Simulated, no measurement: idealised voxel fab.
The following process module bears the name voxel self aligned vias.
For reference, the cross-section in this document is cut, with width 280 nm and square cells of 5 nm.
This document writes a cross-section as a grid whose cells are square, and gives it as bands, listed from the top down; one or more rows of cells form a band. The entry gives the band's vertical extent as a top height and a bottom height in nm, then its horizontal make-up as materials from left to right, each with a width in nm. "blank" stands for empty space; a single material marked "throughout" fills the band edge to edge. Measure heights from 0. That's the level where, below it, the as-received wafer is all one material. The lowest band is bottomless and extends downward; write it as in "0 and below". You'd read "30 to 40" like this: the band's top row of cells is as wide as the first number, its bottom row is as wide as the second, and going down, every row changes width by the same amount as the row before did. "everything unchanged" for a step: no cell of the cross-section changed in that step. Any empty space of 8 cells or more lacking an open way to the top shows up in "closed voids" as width x height at distance, distance from the left edge, in nm. On each step's line, the part that comes after the settings is the simulator's own comment on the step. The optional step-line setting "overlay nm" applies to steps with a mask and quantifies how far to the right of its planned location the mask lay, a negative value indicating leftward placement.

Intended process steps:
1,RECEIVE (material Si)
2,CONFORMAL_DEP (material SiO2; thk nm 10)
3,CONFORMAL_DEP (material SiCN; thk nm 5)
4,DIRECTIONAL_DEP (material SiO2; thk nm 25)
5,PATTERN (tone open; mask id LINES; material resist; width nm 25; pitch nm 60; thk nm 20; overlay nm 0)
6,DIRECTIONAL_ETCH (etch materials SiO2; depth nm 25)
7,STRIP (etch materials resist)
8,CONFORMAL_DEP (material TiN; thk nm 5)
9,FILL_DEP (material Ru; thk nm 10)
10,CMP (height nm 40)
11,SELECTIVE_ETCH (etch materials W Ru TiN; depth nm 10)
12,FILL_DEP (material SiN; thk nm 5)
13,CMP (height nm 40)
14,DIRECTIONAL_DEP (material SiO2; thk nm 20)
15,MASKED_ETCH (tone open; mask id VIAS; width nm 35; pitch nm 60; etch materials SiO2; depth nm 20; overlay nm 0)
16,MASKED_ETCH (tone open; mask id VIAS; width nm 35; pitch nm 60; etch materials SiN; depth nm 10; overlay nm 0)
17,CONFORMAL_DEP (material TiN; thk nm 5)
18,FILL_DEP (material Ru; thk nm 5)
19,CMP (height nm 60)
20,CONFORMAL_DEP (material SiCN; thk nm 5)

The first of the two wafers, which ran as planned:

Cross-section, incoming material, after step 1:
* 0 and below = Si throughout
* closed voids: none

Cross-sectional representation of the wafer at the conclusion of step 2:
* 10 down to 0 = SiO2 throughout
* Below 0, the layers are the same as they were.

Cross-sectional representation of the wafer at the conclusion of step 3:
* 15 down to 10 = SiCN throughout
* Below 10, the layers are the same as they were.

Cross-sectional representation of the wafer at the conclusion of step 4:
* 40 down to 15 = SiO2 throughout
* Below 15, the layers are the same as they were.

Cross-sectional representation of the wafer at the conclusion of step 5:
* 60 down to 40 = resist 95 nm, blank 25 nm, resist 35 nm, blank 25 nm, resist 100 nm
* Below 40, the layers are the same as they were.

Cross-sectional representation of the wafer at the conclusion of step 6:
* 60 down to 40 = resist 95 nm, blank 25 nm, resist 35 nm, blank 25 nm, resist 100 nm
* 40 down to 15 = SiO2 95 nm, blank 25 nm, SiO2 35 nm, blank 25 nm, SiO2 100 nm
* Below 15, the layers are the same as they were.

Cross-sectional representation of the wafer at the conclusion of step 7:
* 40 down to 15 = SiO2 95 nm, blank 25 nm, SiO2 35 nm, blank 25 nm, SiO2 100 nm
* Below 15, the layers are the same as they were.

Cross-sectional representation of the wafer at the conclusion of step 8:
* 45 down to 40 = TiN 100 nm, blank 15 nm, TiN 45 nm, blank 15 nm, TiN 105 nm
* 40 down to 20 = SiO2 95 nm, TiN 5 nm, blank 15 nm, TiN 5 nm, SiO2 35 nm, TiN 5 nm, blank 15 nm, TiN 5 nm, SiO2 100 nm
* 20 down to 15 = SiO2 95 nm, TiN 25 nm, SiO2 35 nm, TiN 25 nm, SiO2 100 nm
* Below 15, the layers are the same as they were.

Cross-sectional representation of the wafer at the conclusion of step 9:
* 55 down to 45 = Ru throughout
* 45 down to 40 = TiN 100 nm, Ru 15 nm, TiN 45 nm, Ru 15 nm, TiN 105 nm
* 40 down to 20 = SiO2 95 nm, TiN 5 nm, Ru 15 nm, TiN 5 nm, SiO2 35 nm, TiN 5 nm, Ru 15 nm, TiN 5 nm, SiO2 100 nm
* Below 20, the layers are the same as they were.

Cross-sectional representation of the wafer at the conclusion of step 10:
* 40 down to 20 = SiO2 95 nm, TiN 5 nm, Ru 15 nm, TiN 5 nm, SiO2 35 nm, TiN 5 nm, Ru 15 nm, TiN 5 nm, SiO2 100 nm
* Below 20, the layers are the same as they were.

Cross-sectional representation of the wafer at the conclusion of step 11:
* 40 down to 30 = SiO2 95 nm, blank 25 nm, SiO2 35 nm, blank 25 nm, SiO2 100 nm
* Below 30, the layers are the same as they were.

Cross-sectional representation of the wafer at the conclusion of step 12:
* 45 down to 40 = SiN throughout
* 40 down to 30 = SiO2 95 nm, SiN 25 nm, SiO2 35 nm, SiN 25 nm, SiO2 100 nm
* Below 30, the layers are the same as they were.

Cross-sectional representation of the wafer at the conclusion of step 13:
* 40 down to 30 = SiO2 95 nm, SiN 25 nm, SiO2 35 nm, SiN 25 nm, SiO2 100 nm
* Below 30, the layers are the same as they were.

Cross-sectional representation of the wafer at the conclusion of step 14:
* 60 down to 40 = SiO2 throughout
* Below 40, the layers are the same as they were.

Cross-sectional representation of the wafer at the conclusion of step 15:
* 60 down to 40 = SiO2 90 nm, blank 35 nm, SiO2 25 nm, blank 35 nm, SiO2 95 nm
* Below 40, the layers are the same as they were.

Cross-sectional representation of the wafer at the conclusion of step 16:
* 60 down to 40 = SiO2 90 nm, blank 35 nm, SiO2 25 nm, blank 35 nm, SiO2 95 nm
* 40 down to 30 = SiO2 95 nm, blank 25 nm, SiO2 35 nm, blank 25 nm, SiO2 100 nm
* Below 30, the layers are the same as they were.

Cross-sectional representation of the wafer at the conclusion of step 17:
* 65 down to 60 = TiN 95 nm, blank 25 nm, TiN 35 nm, blank 25 nm, TiN 100 nm
* 60 down to 45 = SiO2 90 nm, TiN 5 nm, blank 25 nm, TiN 5 nm, SiO2 25 nm, TiN 5 nm, blank 25 nm, TiN 5 nm, SiO2 95 nm
* 45 down to 35 = SiO2 90 to 95 nm, TiN 10 to 5 nm, blank 15 nm, TiN 10 to 5 nm, SiO2 25 to 35 nm, TiN 10 to 5 nm, blank 15 nm, TiN 10 to 5 nm, SiO2 95 to 100 nm
* 35 down to 30 = SiO2 95 nm, TiN 25 nm, SiO2 35 nm, TiN 25 nm, SiO2 100 nm
* Below 30, the layers are the same as they were.

Cross-sectional representation of the wafer at the conclusion of step 18:
* 70 down to 65 = Ru throughout
* 65 down to 60 = TiN 95 nm, Ru 25 nm, TiN 35 nm, Ru 25 nm, TiN 100 nm
* 60 down to 45 = SiO2 90 nm, TiN 5 nm, Ru 25 nm, TiN 5 nm, SiO2 25 nm, TiN 5 nm, Ru 25 nm, TiN 5 nm, SiO2 95 nm
* 45 down to 35 = SiO2 90 to 95 nm, TiN 10 to 5 nm, Ru 15 nm, TiN 10 to 5 nm, SiO2 25 to 35 nm, TiN 10 to 5 nm, Ru 15 nm, TiN 10 to 5 nm, SiO2 95 to 100 nm
* Below 35, the layers are the same as they were.

Cross-sectional representation of the wafer at the conclusion of step 19:
* 60 down to 45 = SiO2 90 nm, TiN 5 nm, Ru 25 nm, TiN 5 nm, SiO2 25 nm, TiN 5 nm, Ru 25 nm, TiN 5 nm, SiO2 95 nm
* Below 45, the layers are the same as they were.

Cross-sectional representation of the wafer at the conclusion of step 20:
* 65 down to 60 = SiCN throughout
* Below 60, the layers are the same as they were.

Second of two: same start, same plan, one run error; steps up to and including 2 match the first:

Second wafer shown in cross-section at the time step 3 was slated to end: everything unchanged

Second wafer shown in cross-section at the time step 4 was slated to end:
* 35 down to 0 = SiO2 throughout
* Below 0, the layers are the same as they were.

Second wafer shown in cross-section at the time step 5 was slated to end:
* 55 down to 35 = resist 95 nm, blank 25 nm, resist 35 nm, blank 25 nm, resist 100 nm
* Below 35, the layers are the same as they were.

Second wafer shown in cross-section at the time step 6 was slated to end:
* 55 down to 35 = resist 95 nm, blank 25 nm, resist 35 nm, blank 25 nm, resist 100 nm
* 35 down to 10 = SiO2 95 nm, blank 25 nm, SiO2 35 nm, blank 25 nm, SiO2 100 nm
* Below 10, the layers are the same as they were.

Second wafer shown in cross-section at the time step 7 was slated to end:
* 35 down to 10 = SiO2 95 nm, blank 25 nm, SiO2 35 nm, blank 25 nm, SiO2 100 nm
* Below 10, the layers are the same as they were.

Second wafer shown in cross-section at the time step 8 was slated to end:
* 40 down to 35 = TiN 100 nm, blank 15 nm, TiN 45 nm, blank 15 nm, TiN 105 nm
* 35 down to 15 = SiO2 95 nm, TiN 5 nm, blank 15 nm, TiN 5 nm, SiO2 35 nm, TiN 5 nm, blank 15 nm, TiN 5 nm, SiO2 100 nm
* 15 down to 10 = SiO2 95 nm, TiN 25 nm, SiO2 35 nm, TiN 25 nm, SiO2 100 nm
* Below 10, the layers are the same as they were.

Second wafer shown in cross-section at the time step 9 was slated to end:
* 50 down to 40 = Ru throughout
* 40 down to 35 = TiN 100 nm, Ru 15 nm, TiN 45 nm, Ru 15 nm, TiN 105 nm
* 35 down to 15 = SiO2 95 nm, TiN 5 nm, Ru 15 nm, TiN 5 nm, SiO2 35 nm, TiN 5 nm, Ru 15 nm, TiN 5 nm, SiO2 100 nm
* Below 15, the layers are the same as they were.

Second wafer shown in cross-section at the time step 10 was slated to end:
* 40 down to 35 = TiN 100 nm, Ru 15 nm, TiN 45 nm, Ru 15 nm, TiN 105 nm
* Below 35, the layers are the same as they were.

Second wafer shown in cross-section at the time step 11 was slated to end:
* 35 down to 30 = SiO2 95 nm, blank 25 nm, SiO2 35 nm, blank 25 nm, SiO2 100 nm
* Below 30, the layers are the same as they were.

Second wafer shown in cross-section at the time step 12 was slated to end:
* 40 down to 35 = SiN throughout
* 35 down to 30 = SiO2 95 nm, SiN 25 nm, SiO2 35 nm, SiN 25 nm, SiO2 100 nm
* Below 30, the layers are the same as they were.

Second wafer shown in cross-section at the time step 13 was slated to end: everything unchanged

Second wafer shown in cross-section at the time step 14 was slated to end:
* 60 down to 40 = SiO2 throughout
* Below 40, the layers are the same as they were.

Second wafer shown in cross-section at the time step 15 was slated to end:
* 60 down to 40 = SiO2 90 nm, blank 35 nm, SiO2 25 nm, blank 35 nm, SiO2 95 nm
* Below 40, the layers are the same as they were.

Second wafer shown in cross-section at the time step 16 was slated to end:
* 60 down to 40 = SiO2 90 nm, blank 35 nm, SiO2 25 nm, blank 35 nm, SiO2 95 nm
* 40 down to 35 = SiN 90 nm, blank 35 nm, SiN 25 nm, blank 35 nm, SiN 95 nm
* 35 down to 30 = SiO2 95 nm, blank 25 nm, SiO2 35 nm, blank 25 nm, SiO2 100 nm
* Below 30, the layers are the same as they were.

Second wafer shown in cross-section at the time step 17 was slated to end:
* 65 down to 60 = TiN 95 nm, blank 25 nm, TiN 35 nm, blank 25 nm, TiN 100 nm
* 60 down to 40 = SiO2 90 nm, TiN 5 nm, blank 25 nm, TiN 5 nm, SiO2 25 nm, TiN 5 nm, blank 25 nm, TiN 5 nm, SiO2 95 nm
* 40 down to 35 = SiN 90 nm, TiN 10 nm, blank 15 nm, TiN 10 nm, SiN 25 nm, TiN 10 nm, blank 15 nm, TiN 10 nm, SiN 95 nm
* 35 down to 30 = SiO2 95 nm, TiN 25 nm, SiO2 35 nm, TiN 25 nm, SiO2 100 nm
* Below 30, the layers are the same as they were.

Second wafer shown in cross-section at the time step 18 was slated to end:
* 70 down to 65 = Ru throughout
* 65 down to 60 = TiN 95 nm, Ru 25 nm, TiN 35 nm, Ru 25 nm, TiN 100 nm
* 60 down to 40 = SiO2 90 nm, TiN 5 nm, Ru 25 nm, TiN 5 nm, SiO2 25 nm, TiN 5 nm, Ru 25 nm, TiN 5 nm, SiO2 95 nm
* 40 down to 35 = SiN 90 nm, TiN 10 nm, Ru 15 nm, TiN 10 nm, SiN 25 nm, TiN 10 nm, Ru 15 nm, TiN 10 nm, SiN 95 nm
* Below 35, the layers are the same as they were.

Second wafer shown in cross-section at the time step 19 was slated to end:
* 60 down to 40 = SiO2 90 nm, TiN 5 nm, Ru 25 nm, TiN 5 nm, SiO2 25 nm, TiN 5 nm, Ru 25 nm, TiN 5 nm, SiO2 95 nm
* Below 40, the layers are the same as they were.

Second wafer shown in cross-section at the time step 20 was slated to end:
* 65 down to 60 = SiCN throughout
* Below 60, the layers are the same as they were.
Which mistake was made when the wafer was run? yeah, step 3 of the plan got skipped, never ran
At the finish, the second wafer shows more or fewer cells for some materials than the first does: 10 more of Ru, 56 fewer of SiCN, 42 more of SiN, 4 more of TiN
